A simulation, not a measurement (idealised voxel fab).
Proc. module: voxel quadruple lines
Section cut is 205 nm wide and gridded with 5 nm square cells.
Cross-sections here: square-cell grids, written as top-down lists of bands, a band being one or more rows of cells.
A band entry consists of two parts. The first gives the height of the band's top and the height of its bottom, in nm. The rest lists the band's materials from left to right, each with its width in nm. A single material labelled with the word "everywhere" fills the band from edge to edge, and the word "air" marks empty space.
Below 0: as-received wafer, all one material; heights counted from there. Lowest band: no bottom, goes on down, written "0 nm and below".
Read "30->40" as a graded width: first number on top, second number at the bottom, same change between each pair of neighbouring rows.
The cross-section has no changed cell in any step marked "changes: none".
"Trapped void list" enumerates empty spaces isolated from the top, with no open way to it, that contain at least 8 cells, giving each as width x height at distance from the left edge, all three in nm.
Heads up: the bit after the settings on a step's line is the simulator's remark on that step.
If you see "overlay nm" on a step's line and that step has a mask, it's telling you how far right of where it was planned the mask ended up; a negative number means it went left instead.
Read the rest as pairs. Take the cross-section before one process step, then the cross-section after it, which shows only down to the lowest band that changed. Under the pair, find the step between them and its settings. Bear in mind that pairs may come from different runs of this module on the same starting wafer: link a pair to the pair above it only where its entry headed "Prior to step" says to.
**Prior to step**
* 0 nm and below  Si everywhere
* Trapped void list: none
**Cut View, Post-Step**
* 5 nm to 0 nm  SiO2 everywhere
* Everything below 0 is unchanged.
* Trapped void list: none
In between the cross-sections above, the run called for CONFORMAL_DEP with material SiO2, thk nm 5
Prior to step: Please consult the pair immediately above; the cross-section it shows after its step is the state before this step.
**Cut View, Post-Step**
* 20 nm to 5 nm  Ru everywhere
* Everything below 5 is unchanged.
* Trapped void list: none
In between the cross-sections above, the run called for DIRECTIONAL_DEP with material Ru, thk nm 15
Prior to step: Please consult the pair immediately above; the cross-section it shows after its step is the state before this step.
**Cut View, Post-Step**
* 35 nm to 20 nm  polySi everywhere
* Everything below 20 is unchanged.
* Trapped void list: none
In between the cross-sections above, the run called for DIRECTIONAL_DEP with material polySi, thk nm 15
Prior to step: Please consult the pair immediately above; the cross-section it shows after its step is the state before this step.
**Cut View, Post-Step**
* 55 nm to 35 nm  aC everywhere
* Everything below 35 is unchanged.
* Trapped void list: none
In between the cross-sections above, the run called for DIRECTIONAL_DEP with material aC, thk nm 20
Prior to step: Please consult the pair immediately above; the cross-section it shows after its step is the state before this step.
**Cut View, Post-Step**
* 80 nm to 55 nm  air 90 nm, resist 25 nm, air 90 nm
* Everything below 55 is unchanged.
* Trapped void list: none
In between the cross-sections above, the run called for PATTERN with tone cover, mask id MANDREL, material resist, width nm 25, thk nm 25, overlay nm 0
Prior to step: Please consult the pair immediately above; the cross-section it shows after its step is the state before this step.
**Cut View, Post-Step**
* 60 nm to 55 nm  air 90 nm, resist 25 nm, air 90 nm
* 55 nm to 35 nm  air 90 nm, aC 25 nm, air 90 nm
* Everything below 35 is unchanged.
* Trapped void list: none
In between the cross-sections above, the run called for DIRECTIONAL_ETCH with etch materials aC, depth nm 20
Prior to step: Please consult the pair immediately above; the cross-section it shows after its step is the state before this step.
**Cut View, Post-Step**
* 55 nm to 35 nm  air 90 nm, aC 25 nm, air 90 nm
* Everything below 35 is unchanged.
* Trapped void list: none
In between the cross-sections above, the run called for STRIP with etch materials resist
Prior to step: Please consult the pair immediately above; the cross-section it shows after its step is the state before this step.
**Cut View, Post-Step**
* 70 nm to 55 nm  air 75 nm, SiO2 55 nm, air 75 nm
* 55 nm to 50 nm  air 75 nm, SiO2 15 nm, aC 25 nm, SiO2 15 nm, air 75 nm
* 50 nm to 35 nm  SiO2 90 nm, aC 25 nm, SiO2 90 nm
* Everything below 35 is unchanged.
* Trapped void list: none
In between the cross-sections above, the run called for CONFORMAL_DEP with material SiO2, thk nm 15
Prior to step: Please consult the pair immediately above; the cross-section it shows after its step is the state before this step.
**Cut View, Post-Step**
* 55 nm to 35 nm  air 75 nm, SiO2 15 nm, aC 25 nm, SiO2 15 nm, air 75 nm
* Everything below 35 is unchanged.
* Trapped void list: none
In between the cross-sections above, the run called for DIRECTIONAL_ETCH with etch materials SiO2, depth nm 15
Prior to step: Please consult the pair immediately above; the cross-section it shows after its step is the state before this step.
**Cut View, Post-Step**
* 55 nm to 35 nm  air 75 nm, SiO2 15 nm, air 25 nm, SiO2 15 nm, air 75 nm
* Everything below 35 is unchanged.
* Trapped void list: none
In between the cross-sections above, the run called for STRIP with etch materials aC
Prior to step: Please consult the pair immediately above; the cross-section it shows after its step is the state before this step.
**Cut View, Post-Step**
* 55 nm to 35 nm  air 75 nm, SiO2 15 nm, air 25 nm, SiO2 15 nm, air 75 nm
* 35 nm to 20 nm  air 75 nm, polySi 15 nm, air 25 nm, polySi 15 nm, air 75 nm
* Everything below 20 is unchanged.
* Trapped void list: none
In between the cross-sections above, the run called for DIRECTIONAL_ETCH with etch materials polySi, depth nm 15
Prior to step: Please consult the pair immediately above; the cross-section it shows after its step is the state before this step.
**Cut View, Post-Step**
* 35 nm to 20 nm  air 75 nm, polySi 15 nm, air 25 nm, polySi 15 nm, air 75 nm
* Everything below 20 is unchanged.
* Trapped void list: none
In between the cross-sections above, the run called for STRIP with etch materials SiO2
Prior to step: Please consult the pair immediately above; the cross-section it shows after its step is the state before this step.
**Cut View, Post-Step**
* 40 nm to 35 nm  air 70 nm, SiCN 25 nm, air 15 nm, SiCN 25 nm, air 70 nm
* 35 nm to 25 nm  air 70 nm, SiCN 5 nm, polySi 15 nm, SiCN 5 nm, air 15 nm, SiCN 5 nm, polySi 15 nm, SiCN 5 nm, air 70 nm
* 25 nm to 20 nm  SiCN 75 nm, polySi 15 nm, SiCN 25 nm, polySi 15 nm, SiCN 75 nm
* Everything below 20 is unchanged.
* Trapped void list: none
In between the cross-sections above, the run called for CONFORMAL_DEP with material SiCN, thk nm 5
Prior to step: Please consult the pair immediately above; the cross-section it shows after its step is the state before this step.
**Cut View, Post-Step**
* 35 nm to 20 nm  air 70 nm, SiCN 5 nm, polySi 15 nm, SiCN 5 nm, air 15 nm, SiCN 5 nm, polySi 15 nm, SiCN 5 nm, air 70 nm
* Everything below 20 is unchanged.
* Trapped void list: none
In between the cross-sections above, the run called for DIRECTIONAL_ETCH with etch materials SiCN, depth nm 5
Prior to step: Please consult the pair immediately above; the cross-section it shows after its step is the state before this step.
**Cut View, Post-Step**
* 35 nm to 20 nm  air 70 nm, SiCN 5 nm, air 15 nm, SiCN 5 nm, air 15 nm, SiCN 5 nm, air 15 nm, SiCN 5 nm, air 70 nm
* Everything below 20 is unchanged.
* Trapped void list: none
In between the cross-sections above, the run called for STRIP with etch materials polySi
Prior to step: Please consult the pair immediately above; the cross-section it shows after its step is the state before this step.
**Cut View, Post-Step**
* 35 nm to 20 nm  air 70 nm, SiCN 5 nm, air 15 nm, SiCN 5 nm, air 15 nm, SiCN 5 nm, air 15 nm, SiCN 5 nm, air 70 nm
* 20 nm to 5 nm  air 70 nm, Ru 5 nm, air 15 nm, Ru 5 nm, air 15 nm, Ru 5 nm, air 15 nm, Ru 5 nm, air 70 nm
* Everything below 5 is unchanged.
* Trapped void list: none
In between the cross-sections above, the run called for DIRECTIONAL_ETCH with etch materials Ru, depth nm 15
Prior to step: Please consult the pair immediately above; the cross-section it shows after its step is the state before this step.
**Cut View, Post-Step**
* 20 nm to 5 nm  air 70 nm, Ru 5 nm, air 15 nm, Ru 5 nm, air 15 nm, Ru 5 nm, air 15 nm, Ru 5 nm, air 70 nm
* Everything below 5 is unchanged.
* Trapped void list: none
In between the cross-sections above, the run called for STRIP with etch materials SiCN
Prior to step: Please consult the pair immediately above; the cross-section it shows after its step is the state before this step.
**Cut View, Post-Step**
* 25 nm to 20 nm  lowk everywhere
* 20 nm to 5 nm  lowk 70 nm, Ru 5 nm, lowk 15 nm, Ru 5 nm, lowk 15 nm, Ru 5 nm, lowk 15 nm, Ru 5 nm, lowk 70 nm
* Everything below 5 is unchanged.
* Trapped void list: none
In between the cross-sections above, the run called for FILL_DEP with material lowk, thk nm 5
Prior to step: Please consult the pair immediately above; the cross-section it shows after its step is the state before this step.
**Cut View, Post-Step**
* 20 nm to 5 nm  lowk 70 nm, Ru 5 nm, lowk 15 nm, Ru 5 nm, lowk 15 nm, Ru 5 nm, lowk 15 nm, Ru 5 nm, lowk 70 nm
* Everything below 5 is unchanged.
* Trapped void list: none
In between the cross-sections above, the run called for CMP with height nm 20
**Prior to step**
* 0 nm and below  Si everywhere
* Trapped void list: none
**Cut View, Post-Step**
* 15 nm to 0 nm  Ru everywhere
* Everything below 0 is unchanged.
* Trapped void list: none
In between the cross-sections above, the run called for DIRECTIONAL_DEP with material Ru, thk nm 15
Prior to step: Please consult the pair immediately above; the cross-section it shows after its step is the state before this step.
**Cut View, Post-Step**
* 30 nm to 15 nm  polySi everywhere
* Everything below 15 is unchanged.
* Trapped void list: none
In between the cross-sections above, the run called for DIRECTIONAL_DEP with material polySi, thk nm 15
Prior to step: Please consult the pair immediately above; the cross-section it shows after its step is the state before this step.
**Cut View, Post-Step**
* 50 nm to 30 nm  aC everywhere
* Everything below 30 is unchanged.
* Trapped void list: none
In between the cross-sections above, the run called for DIRECTIONAL_DEP with material aC, thk nm 20
Prior to step: Please consult the pair immediately above; the cross-section it shows after its step is the state before this step.
**Cut View, Post-Step**
* 75 nm to 50 nm  air 90 nm, resist 25 nm, air 90 nm
* Everything below 50 is unchanged.
* Trapped void list: none
In between the cross-sections above, the run called for PATTERN with tone cover, mask id MANDREL, material resist, width nm 25, thk nm 25, overlay nm 0
Prior to step: Please consult the pair immediately above; the cross-section it shows after its step is the state before this step.
**Cut View, Post-Step**
* 55 nm to 50 nm  air 90 nm, resist 25 nm, air 90 nm
* 50 nm to 30 nm  air 90 nm, aC 25 nm, air 90 nm
* Everything below 30 is unchanged.
* Trapped void list: none
In between the cross-sections above, the run called for DIRECTIONAL_ETCH with etch materials aC, depth nm 20
Prior to step: Please consult the pair immediately above; the cross-section it shows after its step is the state before this step.
**Cut View, Post-Step**
* 50 nm to 30 nm  air 90 nm, aC 25 nm, air 90 nm
* Everything below 30 is unchanged.
* Trapped void list: none
In between the cross-sections above, the run called for STRIP with etch materials resist
Prior to step: Please consult the pair immediately above; the cross-section it shows after its step is the state before this step.
**Cut View, Post-Step**
* 65 nm to 50 nm  air 75 nm, SiO2 55 nm, air 75 nm
* 50 nm to 45 nm  air 75 nm, SiO2 15 nm, aC 25 nm, SiO2 15 nm, air 75 nm
* 45 nm to 30 nm  SiO2 90 nm, aC 25 nm, SiO2 90 nm
* Everything below 30 is unchanged.
* Trapped void list: none
In between the cross-sections above, the run called for CONFORMAL_DEP with material SiO2, thk nm 15
Prior to step: Please consult the pair immediately above; the cross-section it shows after its step is the state before this step.
**Cut View, Post-Step**
* 50 nm to 30 nm  air 75 nm, SiO2 15 nm, aC 25 nm, SiO2 15 nm, air 75 nm
* Everything below 30 is unchanged.
* Trapped void list: none
In between the cross-sections above, the run called for DIRECTIONAL_ETCH with etch materials SiO2, depth nm 15
Prior to step: Please consult the pair immediately above; the cross-section it shows after its step is the state before this step.
**Cut View, Post-Step**
* 50 nm to 30 nm  air 75 nm, SiO2 15 nm, air 25 nm, SiO2 15 nm, air 75 nm
* Everything below 30 is unchanged.
* Trapped void list: none
In between the cross-sections above, the run called for STRIP with etch materials aC
Prior to step: Please consult the pair immediately above; the cross-section it shows after its step is the state before this step.
**Cut View, Post-Step**
* 50 nm to 30 nm  air 75 nm, SiO2 15 nm, air 25 nm, SiO2 15 nm, air 75 nm
* 30 nm to 15 nm  air 75 nm, polySi 15 nm, air 25 nm, polySi 15 nm, air 75 nm
* Everything below 15 is unchanged.
* Trapped void list: none
In between the cross-sections above, the run called for DIRECTIONAL_ETCH with etch materials polySi, depth nm 15
Prior to step: Please consult the pair immediately above; the cross-section it shows after its step is the state before this step.
**Cut View, Post-Step**
* 30 nm to 15 nm  air 75 nm, polySi 15 nm, air 25 nm, polySi 15 nm, air 75 nm
* Everything below 15 is unchanged.
* Trapped void list: none
In between the cross-sections above, the run called for STRIP with etch materials SiO2
Prior to step: Please consult the pair immediately above; the cross-section it shows after its step is the state before this step.
**Cut View, Post-Step**
* 35 nm to 30 nm  air 70 nm, SiCN 25 nm, air 15 nm, SiCN 25 nm, air 70 nm
* 30 nm to 20 nm  air 70 nm, SiCN 5 nm, polySi 15 nm, SiCN 5 nm, air 15 nm, SiCN 5 nm, polySi 15 nm, SiCN 5 nm, air 70 nm
* 20 nm to 15 nm  SiCN 75 nm, polySi 15 nm, SiCN 25 nm, polySi 15 nm, SiCN 75 nm
* Everything below 15 is unchanged.
* Trapped void list: none
In between the cross-sections above, the run called for CONFORMAL_DEP with material SiCN, thk nm 5
Prior to step: Please consult the pair immediately above; the cross-section it shows after its step is the state before this step.
**Cut View, Post-Step**
* 30 nm to 15 nm  air 70 nm, SiCN 5 nm, polySi 15 nm, SiCN 5 nm, air 15 nm, SiCN 5 nm, polySi 15 nm, SiCN 5 nm, air 70 nm
* Everything below 15 is unchanged.
* Trapped void list: none
In between the cross-sections above, the run called for DIRECTIONAL_ETCH with etch materials SiCN, depth nm 5
Prior to step: Please consult the pair immediately above; the cross-section it shows after its step is the state before this step.
**Cut View, Post-Step**
* 30 nm to 15 nm  air 70 nm, SiCN 5 nm, air 15 nm, SiCN 5 nm, air 15 nm, SiCN 5 nm, air 15 nm, SiCN 5 nm, air 70 nm
* Everything below 15 is unchanged.
* Trapped void list: none
In between the cross-sections above, the run called for STRIP with etch materials polySi
Prior to step: Please consult the pair immediately above; the cross-section it shows after its step is the state before this step.
**Cut View, Post-Step**
* 30 nm to 15 nm  air 70 nm, SiCN 5 nm, air 15 nm, SiCN 5 nm, air 15 nm, SiCN 5 nm, air 15 nm, SiCN 5 nm, air 70 nm
* 15 nm to 0 nm  air 70 nm, Ru 5 nm, air 15 nm, Ru 5 nm, air 15 nm, Ru 5 nm, air 15 nm, Ru 5 nm, air 70 nm
* Everything below 0 is unchanged.
* Trapped void list: none
In between the cross-sections above, the run called for DIRECTIONAL_ETCH with etch materials Ru, depth nm 15
Prior to step: Please consult the pair immediately above; the cross-section it shows after its step is the state before this step.
**Cut View, Post-Step**
* 15 nm to 0 nm  air 70 nm, Ru 5 nm, air 15 nm, Ru 5 nm, air 15 nm, Ru 5 nm, air 15 nm, Ru 5 nm, air 70 nm
* Everything below 0 is unchanged.
* Trapped void list: none
In between the cross-sections above, the run called for STRIP with etch materials SiCN
Prior to step: Please consult the pair immediately above; the cross-section it shows after its step is the state before this step.
**Cut View, Post-Step**
* 20 nm to 15 nm  lowk everywhere
* 15 nm to 0 nm  lowk 70 nm, Ru 5 nm, lowk 15 nm, Ru 5 nm, lowk 15 nm, Ru 5 nm, lowk 15 nm, Ru 5 nm, lowk 70 nm
* Everything below 0 is unchanged.
* Trapped void list: none
In between the cross-sections above, the run called for FILL_DEP with material lowk, thk nm 5
**Prior to step**
* 60 nm to 55 nm  air 90 nm, resist 25 nm, air 90 nm
* 55 nm to 35 nm  air 90 nm, aC 25 nm, air 90 nm
* 35 nm to 20 nm  polySi everywhere
* 20 nm to 5 nm  Ru everywhere
* 5 nm to 0 nm  SiO2 everywhere
* 0 nm and below  Si everywhere
* Trapped void list: none
**Cut View, Post-Step**
* 40 nm to 35 nm  air 90 nm, aC 25 nm, air 90 nm
* Everything below 35 is unchanged.
* Trapped void list: none
In between the cross-sections above, the run called for DIRECTIONAL_ETCH with etch materials aC, depth nm 20
Prior to step: Please consult the pair immediately above; the cross-section it shows after its step is the state before this step.
**Cut View, Post-Step**
* 55 nm to 50 nm  air 75 nm, SiO2 55 nm, air 75 nm
* 50 nm to 40 nm  SiO2 everywhere
* 40 nm to 35 nm  SiO2 90 nm, aC 25 nm, SiO2 90 nm
* Everything below 35 is unchanged.
* Trapped void list: none
In between the cross-sections above, the run called for CONFORMAL_DEP with material SiO2, thk nm 15
Prior to step: Please consult the pair immediately above; the cross-section it shows after its step is the state before this step.
**Cut View, Post-Step**
* 40 nm to 35 nm  air 75 nm, SiO2 15 nm, aC 25 nm, SiO2 15 nm, air 75 nm
* Everything below 35 is unchanged.
* Trapped void list: none
In between the cross-sections above, the run called for DIRECTIONAL_ETCH with etch materials SiO2, depth nm 15
Prior to step: Please consult the pair immediately above; the cross-section it shows after its step is the state before this step.
**Cut View, Post-Step**
* 40 nm to 35 nm  air 75 nm, SiO2 15 nm, air 25 nm, SiO2 15 nm, air 75 nm
* Everything below 35 is unchanged.
* Trapped void list: none
In between the cross-sections above, the run called for STRIP with etch materials aC
Prior to step: Please consult the pair immediately above; the cross-section it shows after its step is the state before this step.
**Cut View, Post-Step**
* 40 nm to 35 nm  air 75 nm, SiO2 15 nm, air 25 nm, SiO2 15 nm, air 75 nm
* 35 nm to 20 nm  air 75 nm, polySi 15 nm, air 25 nm, polySi 15 nm, air 75 nm
* Everything below 20 is unchanged.
* Trapped void list: none
In between the cross-sections above, the run called for DIRECTIONAL_ETCH with etch materials polySi, depth nm 15
Prior to step: Please consult the pair immediately above; the cross-section it shows after its step is the state before this step.
**Cut View, Post-Step**
* 35 nm to 20 nm  air 75 nm, polySi 15 nm, air 25 nm, polySi 15 nm, air 75 nm
* Everything below 20 is unchanged.
* Trapped void list: none
In between the cross-sections above, the run called for STRIP with etch materials SiO2
**Prior to step**
* 5 nm to 0 nm  SiO2 everywhere
* 0 nm and below  Si everywhere
* Trapped void list: none
**Cut View, Post-Step**
* 20 nm to 5 nm  polySi everywhere
* Everything below 5 is unchanged.
* Trapped void list: none
In between the cross-sections above, the run called for DIRECTIONAL_DEP with material polySi, thk nm 15
Prior to step: Please consult the pair immediately above; the cross-section it shows after its step is the state before this step.
**Cut View, Post-Step**
* 35 nm to 20 nm  Ru everywhere
* Everything below 20 is unchanged.
* Trapped void list: none
In between the cross-sections above, the run called for DIRECTIONAL_DEP with material Ru, thk nm 15
Prior to step: Please consult the pair immediately above; the cross-section it shows after its step is the state before this step.
**Cut View, Post-Step**
* 55 nm to 35 nm  aC everywhere
* Everything below 35 is unchanged.
* Trapped void list: none
In between the cross-sections above, the run called for DIRECTIONAL_DEP with material aC, thk nm 20
Prior to step: Please consult the pair immediately above; the cross-section it shows after its step is the state before this step.
**Cut View, Post-Step**
* 80 nm to 55 nm  air 90 nm, resist 25 nm, air 90 nm
* Everything below 55 is unchanged.
* Trapped void list: none
In between the cross-sections above, the run called for PATTERN with tone cover, mask id MANDREL, material resist, width nm 25, thk nm 25, overlay nm 0
Prior to step: Please consult the pair immediately above; the cross-section it shows after its step is the state before this step.
**Cut View, Post-Step**
* 60 nm to 55 nm  air 90 nm, resist 25 nm, air 90 nm
* 55 nm to 35 nm  air 90 nm, aC 25 nm, air 90 nm
* Everything below 35 is unchanged.
* Trapped void list: none
In between the cross-sections above, the run called for DIRECTIONAL_ETCH with etch materials aC, depth nm 20
Prior to step: Please consult the pair immediately above; the cross-section it shows after its step is the state before this step.
**Cut View, Post-Step**
* 55 nm to 35 nm  air 90 nm, aC 25 nm, air 90 nm
* Everything below 35 is unchanged.
* Trapped void list: none
In between the cross-sections above, the run called for STRIP with etch materials resist
Prior to step: Please consult the pair immediately above; the cross-section it shows after its step is the state before this step.
**Cut View, Post-Step**
* 70 nm to 55 nm  air 75 nm, SiO2 55 nm, air 75 nm
* 55 nm to 50 nm  air 75 nm, SiO2 15 nm, aC 25 nm, SiO2 15 nm, air 75 nm
* 50 nm to 35 nm  SiO2 90 nm, aC 25 nm, SiO2 90 nm
* Everything below 35 is unchanged.
* Trapped void list: none
In between the cross-sections above, the run called for CONFORMAL_DEP with material SiO2, thk nm 15
Prior to step: Please consult the pair immediately above; the cross-section it shows after its step is the state before this step.
**Cut View, Post-Step**
* 55 nm to 35 nm  air 75 nm, SiO2 15 nm, aC 25 nm, SiO2 15 nm, air 75 nm
* Everything below 35 is unchanged.
* Trapped void list: none
In between the cross-sections above, the run called for DIRECTIONAL_ETCH with etch materials SiO2, depth nm 15
Prior to step: Please consult the pair immediately above; the cross-section it shows after its step is the state before this step.
**Cut View, Post-Step**
* 55 nm to 35 nm  air 75 nm, SiO2 15 nm, air 25 nm, SiO2 15 nm, air 75 nm
* Everything below 35 is unchanged.
* Trapped void list: none
In between the cross-sections above, the run called for STRIP with etch materials aC
Prior to step: Please consult the pair immediately above; the cross-section it shows after its step is the state before this step.
**Cut View, Post-Step**
* 35 nm to 20 nm  Ru everywhere
* Everything below 20 is unchanged.
* Trapped void list: none
In between the cross-sections above, the run called for STRIP with etch materials SiO2
Prior to step: Please consult the pair immediately above; the cross-section it shows after its step is the state before this step.
**Cut View, Post-Step**
* 40 nm to 35 nm  SiCN everywhere
* Everything below 35 is unchanged.
* Trapped void list: none
In between the cross-sections above, the run called for CONFORMAL_DEP with material SiCN, thk nm 5
Prior to step: Please consult the pair immediately above; the cross-section it shows after its step is the state before this step.
**Cut View, Post-Step**
* 35 nm to 20 nm  Ru everywhere
* Everything below 20 is unchanged.
* Trapped void list: none
In between the cross-sections above, the run called for DIRECTIONAL_ETCH with etch materials SiCN, depth nm 5
Prior to step: Please consult the pair immediately above; the cross-section it shows after its step is the state before this step.
**Cut View, Post-Step**
* 20 nm to 5 nm  polySi everywhere
* Everything below 5 is unchanged.
* Trapped void list: none
In between the cross-sections above, the run called for DIRECTIONAL_ETCH with etch materials Ru, depth nm 15
Prior to step: Please consult the pair immediately above; the cross-section it shows after its step is the state before this step.
**Cut View, Post-Step**
* 25 nm to 20 nm  lowk everywhere
* Everything below 20 is unchanged.
* Trapped void list: none
In between the cross-sections above, the run called for FILL_DEP with material lowk, thk nm 5
Prior to step: Please consult the pair immediately above; the cross-section it shows after its step is the state before this step.
**Cut View, Post-Step**
* 20 nm to 5 nm  polySi everywhere
* Everything below 5 is unchanged.
* Trapped void list: none
In between the cross-sections above, the run called for CMP with height nm 20
**Prior to step**
* 0 nm and below  Si everywhere
* Trapped void list: none
**Cut View, Post-Step**
* 15 nm to 0 nm  SiO2 everywhere
* Everything below 0 is unchanged.
* Trapped void list: none
In between the cross-sections above, the run called for CONFORMAL_DEP with material SiO2, thk nm 15
Prior to step: Please consult the pair immediately above; the cross-section it shows after its step is the state before this step.
**Cut View, Post-Step**
* 30 nm to 15 nm  Ru everywhere
* Everything below 15 is unchanged.
* Trapped void list: none
In between the cross-sections above, the run called for DIRECTIONAL_DEP with material Ru, thk nm 15
Prior to step: Please consult the pair immediately above; the cross-section it shows after its step is the state before this step.
**Cut View, Post-Step**
* 45 nm to 30 nm  polySi everywhere
* Everything below 30 is unchanged.
* Trapped void list: none
In between the cross-sections above, the run called for DIRECTIONAL_DEP with material polySi, thk nm 15
Prior to step: Please consult the pair immediately above; the cross-section it shows after its step is the state before this step.
**Cut View, Post-Step**
* 65 nm to 45 nm  aC everywhere
* Everything below 45 is unchanged.
* Trapped void list: none
In between the cross-sections above, the run called for DIRECTIONAL_DEP with material aC, thk nm 20
Prior to step: Please consult the pair immediately above; the cross-section it shows after its step is the state before this step.
**Cut View, Post-Step**
* 90 nm to 65 nm  air 90 nm, resist 25 nm, air 90 nm
* Everything below 65 is unchanged.
* Trapped void list: none
In between the cross-sections above, the run called for PATTERN with tone cover, mask id MANDREL, material resist, width nm 25, thk nm 25, overlay nm 0
Prior to step: Please consult the pair immediately above; the cross-section it shows after its step is the state before this step.
**Cut View, Post-Step**
* 70 nm to 65 nm  air 90 nm, resist 25 nm, air 90 nm
* 65 nm to 45 nm  air 90 nm, aC 25 nm, air 90 nm
* Everything below 45 is unchanged.
* Trapped void list: none
In between the cross-sections above, the run called for DIRECTIONAL_ETCH with etch materials aC, depth nm 20
Prior to step: Please consult the pair immediately above; the cross-section it shows after its step is the state before this step.
**Cut View, Post-Step**
* 65 nm to 45 nm  air 90 nm, aC 25 nm, air 90 nm
* Everything below 45 is unchanged.
* Trapped void list: none
In between the cross-sections above, the run called for STRIP with etch materials resist
Prior to step: Please consult the pair immediately above; the cross-section it shows after its step is the state before this step.
**Cut View, Post-Step**
* 80 nm to 65 nm  air 75 nm, SiO2 55 nm, air 75 nm
* 65 nm to 60 nm  air 75 nm, SiO2 15 nm, aC 25 nm, SiO2 15 nm, air 75 nm
* 60 nm to 45 nm  SiO2 90 nm, aC 25 nm, SiO2 90 nm
* Everything below 45 is unchanged.
* Trapped void list: none
In between the cross-sections above, the run called for CONFORMAL_DEP with material SiO2, thk nm 15
Prior to step: Please consult the pair immediately above; the cross-section it shows after its step is the state before this step.
**Cut View, Post-Step**
* 65 nm to 45 nm  air 75 nm, SiO2 15 nm, aC 25 nm, SiO2 15 nm, air 75 nm
* Everything below 45 is unchanged.
* Trapped void list: none
In between the cross-sections above, the run called for DIRECTIONAL_ETCH with etch materials SiO2, depth nm 15
Prior to step: Please consult the pair immediately above; the cross-section it shows after its step is the state before this step.
**Cut View, Post-Step**
* 65 nm to 45 nm  air 75 nm, SiO2 15 nm, air 25 nm, SiO2 15 nm, air 75 nm
* Everything below 45 is unchanged.
* Trapped void list: none
In between the cross-sections above, the run called for STRIP with etch materials aC
Prior to step: Please consult the pair immediately above; the cross-section it shows after its step is the state before this step.
**Cut View, Post-Step**
* 65 nm to 45 nm  air 75 nm, SiO2 15 nm, air 25 nm, SiO2 15 nm, air 75 nm
* 45 nm to 30 nm  air 75 nm, polySi 15 nm, air 25 nm, polySi 15 nm, air 75 nm
* Everything below 30 is unchanged.
* Trapped void list: none
In between the cross-sections above, the run called for DIRECTIONAL_ETCH with etch materials polySi, depth nm 15
Prior to step: Please consult the pair immediately above; the cross-section it shows after its step is the state before this step.
**Cut View, Post-Step**
* 45 nm to 30 nm  air 75 nm, polySi 15 nm, air 25 nm, polySi 15 nm, air 75 nm
* Everything below 30 is unchanged.
* Trapped void list: none
In between the cross-sections above, the run called for STRIP with etch materials SiO2
Prior to step: Please consult the pair immediately above; the cross-section it shows after its step is the state before this step.
**Cut View, Post-Step**
* 50 nm to 45 nm  air 70 nm, SiCN 25 nm, air 15 nm, SiCN 25 nm, air 70 nm
* 45 nm to 35 nm  air 70 nm, SiCN 5 nm, polySi 15 nm, SiCN 5 nm, air 15 nm, SiCN 5 nm, polySi 15 nm, SiCN 5 nm, air 70 nm
* 35 nm to 30 nm  SiCN 75 nm, polySi 15 nm, SiCN 25 nm, polySi 15 nm, SiCN 75 nm
* Everything below 30 is unchanged.
* Trapped void list: none
In between the cross-sections above, the run called for CONFORMAL_DEP with material SiCN, thk nm 5
Prior to step: Please consult the pair immediately above; the cross-section it shows after its step is the state before this step.
**Cut View, Post-Step**
* 45 nm to 30 nm  air 70 nm, SiCN 5 nm, polySi 15 nm, SiCN 5 nm, air 15 nm, SiCN 5 nm, polySi 15 nm, SiCN 5 nm, air 70 nm
* Everything below 30 is unchanged.
* Trapped void list: none
In between the cross-sections above, the run called for DIRECTIONAL_ETCH with etch materials SiCN, depth nm 5
Prior to step: Please consult the pair immediately above; the cross-section it shows after its step is the state before this step.
**Cut View, Post-Step**
* 45 nm to 30 nm  air 70 nm, SiCN 5 nm, air 15 nm, SiCN 5 nm, air 15 nm, SiCN 5 nm, air 15 nm, SiCN 5 nm, air 70 nm
* Everything below 30 is unchanged.
* Trapped void list: none
In between the cross-sections above, the run called for STRIP with etch materials polySi
Prior to step: Please consult the pair immediately above; the cross-section it shows after its step is the state before this step.
**Cut View, Post-Step**
* 45 nm to 30 nm  air 70 nm, SiCN 5 nm, air 15 nm, SiCN 5 nm, air 15 nm, SiCN 5 nm, air 15 nm, SiCN 5 nm, air 70 nm
* 30 nm to 15 nm  air 70 nm, Ru 5 nm, air 15 nm, Ru 5 nm, air 15 nm, Ru 5 nm, air 15 nm, Ru 5 nm, air 70 nm
* Everything below 15 is unchanged.
* Trapped void list: none
In between the cross-sections above, the run called for DIRECTIONAL_ETCH with etch materials Ru, depth nm 15
Prior to step: Please consult the pair immediately above; the cross-section it shows after its step is the state before this step.
**Cut View, Post-Step**
* 30 nm to 15 nm  air 70 nm, Ru 5 nm, air 15 nm, Ru 5 nm, air 15 nm, Ru 5 nm, air 15 nm, Ru 5 nm, air 70 nm
* Everything below 15 is unchanged.
* Trapped void list: none
In between the cross-sections above, the run called for STRIP with etch materials SiCN
Prior to step: Please consult the pair immediately above; the cross-section it shows after its step is the state before this step.
**Cut View, Post-Step**
* 35 nm to 30 nm  lowk everywhere
* 30 nm to 15 nm  lowk 70 nm, Ru 5 nm, lowk 15 nm, Ru 5 nm, lowk 15 nm, Ru 5 nm, lowk 15 nm, Ru 5 nm, lowk 70 nm
* Everything below 15 is unchanged.
* Trapped void list: none
In between the cross-sections above, the run called for FILL_DEP with material lowk, thk nm 5
Prior to step: Please consult the pair immediately above; the cross-section it shows after its step is the state before this step.
**Cut View, Post-Step**
* 20 nm to 15 nm  lowk 70 nm, Ru 5 nm, lowk 15 nm, Ru 5 nm, lowk 15 nm, Ru 5 nm, lowk 15 nm, Ru 5 nm, lowk 70 nm
* Everything below 15 is unchanged.
* Trapped void list: none
In between the cross-sections above, the run called for CMP with height nm 20
**Prior to step**
* 55 nm to 35 nm  aC everywhere
* 35 nm to 20 nm  polySi everywhere
* 20 nm to 5 nm  Ru everywhere
* 5 nm to 0 nm  SiO2 everywhere
* 0 nm and below  Si everywhere
* Trapped void list: none
**Cut View, Post-Step**
* 80 nm to 55 nm  air 95 nm, resist 20 nm, air 90 nm
* Everything below 55 is unchanged.
* Trapped void list: none
In between the cross-sections above, the run called for PATTERN with tone cover, mask id MANDREL, material resist, width nm 20, thk nm 25, overlay nm 0
Prior to step: Please consult the pair immediately above; the cross-section it shows after its step is the state before this step.
**Cut View, Post-Step**
* 60 nm to 55 nm  air 95 nm, resist 20 nm, air 90 nm
* 55 nm to 35 nm  air 95 nm, aC 20 nm, air 90 nm
* Everything below 35 is unchanged.
* Trapped void list: none
In between the cross-sections above, the run called for DIRECTIONAL_ETCH with etch materials aC, depth nm 20
Prior to step: Please consult the pair immediately above; the cross-section it shows after its step is the state before this step.
**Cut View, Post-Step**
* 55 nm to 35 nm  air 95 nm, aC 20 nm, air 90 nm
* Everything below 35 is unchanged.
* Trapped void list: none
In between the cross-sections above, the run called for STRIP with etch materials resist
